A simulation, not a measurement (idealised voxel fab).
process module | voxel gate over fins
cross-section cut | 230 nm wide | cells 5 nm
A cross-section is a grid of square cells, given in bands from the top down. A band is one or more rows of cells.
Each band's line starts with the height of the band's top and of its bottom, in nm. Then come its materials from left to right, each with its width in nm. One material with "throughout" fills the band from edge to edge. "air" is empty space.
Height 0 is the level under which the wafer as received is all one material. The lowest band goes on downwards, as in "0 down".
A width such as "30 to 40" changes by the same amount from each row of cells to the next, from the band's top row to its bottom row.
"no change" after a step means that no cell of the cross-section changed.
closed voids: empty space of 8 cells or more with no open way to the top, each as width x height at its distance from the left edge, in nm
after a step's settings: what the simulator itself notes on the step
overlay nm, on a step with a mask: how far to the right of its planned place the mask lay; to the left if negative
plan
1 op RECEIVE | material Si
2 op CONFORMAL_DEP | material SiN | thk nm 10
3 op MASKED_ETCH | tone cover | mask id FINS | width nm 15 | pitch nm 40 | etch materials SiN | depth nm 10 | overlay nm 0
4 op MASKED_ETCH | tone cover | mask id FINS | width nm 15 | pitch nm 40 | etch materials Si | depth nm 30 | overlay nm 0
5 op OXIDIZE | depth nm 5
6 op FILL_DEP | material SiO2 | thk nm 5
7 op CMP | height nm 10
8 op SELECTIVE_ETCH | etch materials SiO2 | depth nm 25
9 op STRIP | etch materials SiN
10 op CONFORMAL_DEP | material HfO2 | thk nm 5
11 op CONFORMAL_DEP | material TiN | thk nm 5
12 op FILL_DEP | material W | thk nm 10
13 op CMP | height nm 15
14 op CONFORMAL_DEP | material SiCN | thk nm 10
first wafer, as planned
as received, after step 1
  0 down: Si throughout
  closed voids: none
after step 2
  10 to 0: SiN throughout
  below 0: unchanged
after step 3
  10 to 0: air 85 | SiN 15 | air 25 | SiN 15 | air 90
  below 0: unchanged
after step 4
  10 to 0: air 85 | SiN 15 | air 25 | SiN 15 | air 90
  0 to -30: air 85 | Si 15 | air 25 | Si 15 | air 90
  below -30: unchanged
after step 5
  10 to 0: air 85 | SiN 15 | air 25 | SiN 15 | air 90
  0 to -30: air 85 | SiO2 5 | Si 5 | SiO2 5 | air 25 | SiO2 5 | Si 5 | SiO2 5 | air 90
  -30 to -35: SiO2 90 | Si 5 | SiO2 35 | Si 5 | SiO2 95
  below -35: unchanged
after step 6
  15 to 10: SiO2 throughout
  10 to 0: SiO2 85 | SiN 15 | SiO2 25 | SiN 15 | SiO2 90
  0 to -35: SiO2 90 | Si 5 | SiO2 35 | Si 5 | SiO2 95
  below -35: unchanged
after step 7
  10 to 0: SiO2 85 | SiN 15 | SiO2 25 | SiN 15 | SiO2 90
  below 0: unchanged
after step 8
  10 to 0: air 85 | SiN 15 | air 25 | SiN 15 | air 90
  0 to -15: air 90 | Si 5 | air 35 | Si 5 | air 95
  below -15: unchanged
after step 9
  0 to -15: air 90 | Si 5 | air 35 | Si 5 | air 95
  below -15: unchanged
after step 10
  5 to 0: air 85 | HfO2 15 | air 25 | HfO2 15 | air 90
  0 to -10: air 85 | HfO2 5 | Si 5 | HfO2 5 | air 25 | HfO2 5 | Si 5 | HfO2 5 | air 90
  -10 to -15: HfO2 90 | Si 5 | HfO2 35 | Si 5 | HfO2 95
  below -15: unchanged
after step 11
  10 to 5: air 80 | TiN 25 | air 15 | TiN 25 | air 85
  5 to 0: air 80 | TiN 5 | HfO2 15 | TiN 5 | air 15 | TiN 5 | HfO2 15 | TiN 5 | air 85
  0 to -5: air 80 | TiN 5 | HfO2 5 | Si 5 | HfO2 5 | TiN 5 | air 15 | TiN 5 | HfO2 5 | Si 5 | HfO2 5 | TiN 5 | air 85
  -5 to -10: TiN 85 | HfO2 5 | Si 5 | HfO2 5 | TiN 25 | HfO2 5 | Si 5 | HfO2 5 | TiN 90
  below -10: unchanged
after step 12
  20 to 10: W throughout
  10 to 5: W 80 | TiN 25 | W 15 | TiN 25 | W 85
  5 to 0: W 80 | TiN 5 | HfO2 15 | TiN 5 | W 15 | TiN 5 | HfO2 15 | TiN 5 | W 85
  0 to -5: W 80 | TiN 5 | HfO2 5 | Si 5 | HfO2 5 | TiN 5 | W 15 | TiN 5 | HfO2 5 | Si 5 | HfO2 5 | TiN 5 | W 85
  below -5: unchanged
after step 13
  15 to 10: W throughout
  below 10: unchanged
after step 14
  25 to 15: SiCN throughout
  below 15: unchanged
second wafer: like start, like plan, one mistake. Through step 9 it matches the first wafer
when step 10 should have ended: no change
when step 11 should have ended
  5 to 0: air 85 | TiN 15 | air 25 | TiN 15 | air 90
  0 to -10: air 85 | TiN 5 | Si 5 | TiN 5 | air 25 | TiN 5 | Si 5 | TiN 5 | air 90
  -10 to -15: TiN 90 | Si 5 | TiN 35 | Si 5 | TiN 95
  below -15: unchanged
when step 12 should have ended
  15 to 5: W throughout
  5 to 0: W 85 | TiN 15 | W 25 | TiN 15 | W 90
  0 to -10: W 85 | TiN 5 | Si 5 | TiN 5 | W 25 | TiN 5 | Si 5 | TiN 5 | W 90
  below -10: unchanged
when step 13 should have ended: no change
when step 14 should have ended
  25 to 15: SiCN throughout
  below 15: unchanged
what went wrong: step 10 was left out
at the end the second wafer has, in cells: 58 fewer of HfO2 | 58 more of W
